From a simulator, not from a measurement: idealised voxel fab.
The document below concerns the process module designated voxel transistor to metal.
Section shown: cut. Width: 285 nm. Cell size: 5 nm, square.
Heads up, the way a cross-section reads in here is a grid of square cells, handed over as bands from the top down, with every band being one or more rows of cells. Heights first: top, then bottom, in nm. Then materials, left to right, each with a width in nm. "everywhere" on a single material: fills the band edge to edge. "empty": empty space. We count height from 0. Below that, the starting wafer is all one material. The lowest band never ends at the bottom but goes on down; see "0..down" for how that is written. A width given as "30 to 40" starts at the first number in the band's top row and ends at the second number in its bottom row, shifting by an equal amount at every step from row to row. "nothing different" for a step: no cell of the cross-section changed in that step. "Cavities, sealed" lists enclosed empty spaces (at least 8 cells, no open path upward to the top), each as width x height at distance from the left edge, in nm. On each step's line, the part that comes after the settings is the simulator's own comment on the step. overlay nm: right-of-plan distance of the mask on a masked step; negative values mean left-of-plan.
## Process steps - plan
1 RECEIVE: material Si
2 OXIDIZE: depth nm 5
3 CONFORMAL_DEP: material SiN, thk nm 10
4 PATTERN: tone cover, mask id ACTIVE, material resist, width nm 110, pitch nm 135, thk nm 20, overlay nm 0
5 DIRECTIONAL_ETCH: etch materials SiN, depth nm 10
6 DIRECTIONAL_ETCH: etch materials SiO2, depth nm 5
7 DIRECTIONAL_ETCH: etch materials Si, depth nm 30
8 STRIP: etch materials resist
9 OXIDIZE: depth nm 5
10 FILL_DEP: material SiO2, thk nm 10
11 CMP: height nm 10
12 SELECTIVE_ETCH: etch materials SiO2, depth nm 10
13 STRIP: etch materials SiN
14 SELECTIVE_ETCH: etch materials SiO2, depth nm 5
15 OXIDIZE: depth nm 5
16 DIRECTIONAL_DEP: material polySi, thk nm 30
17 DIRECTIONAL_DEP: material SiCN, thk nm 15
18 PATTERN: tone cover, mask id GATE, material resist, width nm 30, pitch nm 135, thk nm 20, overlay nm 0
19 DIRECTIONAL_ETCH: etch materials SiCN, depth nm 25
20 DIRECTIONAL_ETCH: etch materials polySi, depth nm 40
21 STRIP: etch materials resist
22 CONFORMAL_DEP: material SiO2, thk nm 5
23 DIRECTIONAL_ETCH: etch materials SiO2, depth nm 5
24 CONFORMAL_DEP: material SiN, thk nm 10
25 DIRECTIONAL_ETCH: etch materials SiN, depth nm 10
26 DIRECTIONAL_ETCH: etch materials SiO2, depth nm 5
27 DIRECTIONAL_ETCH: etch materials Si, depth nm 10
28 EPI: material pSi, thk nm 10
29 FILL_DEP: material SiO2, thk nm 5
30 CMP: height nm 25
31 STRIP: etch materials polySi
32 SELECTIVE_ETCH: etch materials SiO2, depth nm 5
33 CONFORMAL_DEP: material HfO2, thk nm 5
34 CONFORMAL_DEP: material TiN, thk nm 5
35 FILL_DEP: material W, thk nm 10
36 CMP: height nm 20
37 DIRECTIONAL_DEP: material SiO2, thk nm 10
38 MASKED_ETCH: tone open, mask id CONTACT, width nm 15, etch materials SiO2, depth nm 40, overlay nm 0
39 CONFORMAL_DEP: material TiN, thk nm 5
40 FILL_DEP: material Ru, thk nm 10
41 CMP: height nm 30
42 CONFORMAL_DEP: material SiN, thk nm 5
43 DIRECTIONAL_DEP: material lowk, thk nm 20
44 MASKED_ETCH: tone open, mask id METAL_1, width nm 15, etch materials lowk, depth nm 20, overlay nm 0
45 MASKED_ETCH: tone open, mask id METAL_1, width nm 15, etch materials SiN, depth nm 5, overlay nm 0
46 CONFORMAL_DEP: material TiN, thk nm 5
47 FILL_DEP: material Ru, thk nm 10
48 CMP: height nm 55
49 CONFORMAL_DEP: material SiCN, thk nm 5
50 DIRECTIONAL_DEP: material lowk, thk nm 30
51 PATTERN: tone open, mask id METAL_2, material resist, width nm 15, pitch nm 135, thk nm 15, overlay nm 0
52 DIRECTIONAL_ETCH: etch materials lowk, depth nm 20
53 STRIP: etch materials resist
54 MASKED_ETCH: tone open, mask id METAL_2_HOLES, width nm 15, pitch nm 135, etch materials lowk, depth nm 10, overlay nm 0
55 MASKED_ETCH: tone open, mask id METAL_2_HOLES, width nm 15, pitch nm 135, etch materials SiCN, depth nm 5, overlay nm 0
56 CONFORMAL_DEP: material TiN, thk nm 5
57 FILL_DEP: material Cu, thk nm 10
58 CMP: height nm 90
59 CONFORMAL_DEP: material SiCN, thk nm 5
## Incoming wafer in cross-section (state: after step 1)
- 0..down = Si everywhere
- Cavities, sealed: none
## The plan above was carried out on the starting structure above with one mistake, and this cross-section shows the wafer at the end of the module
- 95..90 = SiCN everywhere
- 90..60 = lowk everywhere
- 60..55 = SiCN everywhere
- 55..35 = lowk (30); TiN (5); Ru (5); TiN (5); lowk (60); TiN (5); Ru (5); TiN (5); lowk (45); TiN (5); Ru (5); TiN (5); lowk (60); TiN (5); Ru (5); TiN (5); lowk (30)
- 35..30 = SiN (30); TiN (15); SiN (60); TiN (15); SiN (45); TiN (15); SiN (60); TiN (15); SiN (30)
- 30..20 = SiO2 (30); TiN (5); Ru (5); TiN (5); SiO2 (60); TiN (5); Ru (5); TiN (5); SiO2 (45); TiN (5); Ru (5); TiN (5); SiO2 (60); TiN (5); Ru (5); TiN (5); SiO2 (30)
- 20..5 = SiO2 (30); TiN (5); Ru (5); TiN (5); SiN (10); HfO2 (5); TiN (5); W (20); TiN (5); HfO2 (5); SiN (10); TiN (5); Ru (5); TiN (5); SiO2 (45); TiN (5); Ru (5); TiN (5); SiN (10); HfO2 (5); TiN (5); W (20); TiN (5); HfO2 (5); SiN (10); TiN (5); Ru (5); TiN (5); SiO2 (30)
- 5..0 = SiO2 (30); TiN (15); SiN (10); HfO2 (5); TiN (5); W (20); TiN (5); HfO2 (5); SiN (10); TiN (15); SiO2 (45); TiN (15); SiN (10); HfO2 (5); TiN (5); W (20); TiN (5); HfO2 (5); SiN (10); TiN (15); SiO2 (30)
- 0..-5 = SiO2 (30); TiN (5); pSi (10); SiN (10); HfO2 (5); TiN (30); HfO2 (5); SiN (10); pSi (10); TiN (5); SiO2 (45); TiN (5); pSi (10); SiN (10); HfO2 (5); TiN (30); HfO2 (5); SiN (10); pSi (10); TiN (5); SiO2 (30)
- -5..-10 = SiO2 (30); TiN (5); pSi (10); SiO2 (10); HfO2 (40); SiO2 (10); pSi (10); TiN (5); SiO2 (45); TiN (5); pSi (10); SiO2 (10); HfO2 (40); SiO2 (10); pSi (10); TiN (5); SiO2 (30)
- -10..-20 = SiO2 (25); pSi (20); Si (60); pSi (20); SiO2 (35); pSi (20); Si (60); pSi (20); SiO2 (25)
- -20..-40 = SiO2 (25); Si (100); SiO2 (35); Si (100); SiO2 (25)
- -40..down = Si everywhere
- Cavities, sealed: none
Deviation from plan: plan step 50 was conducted twice
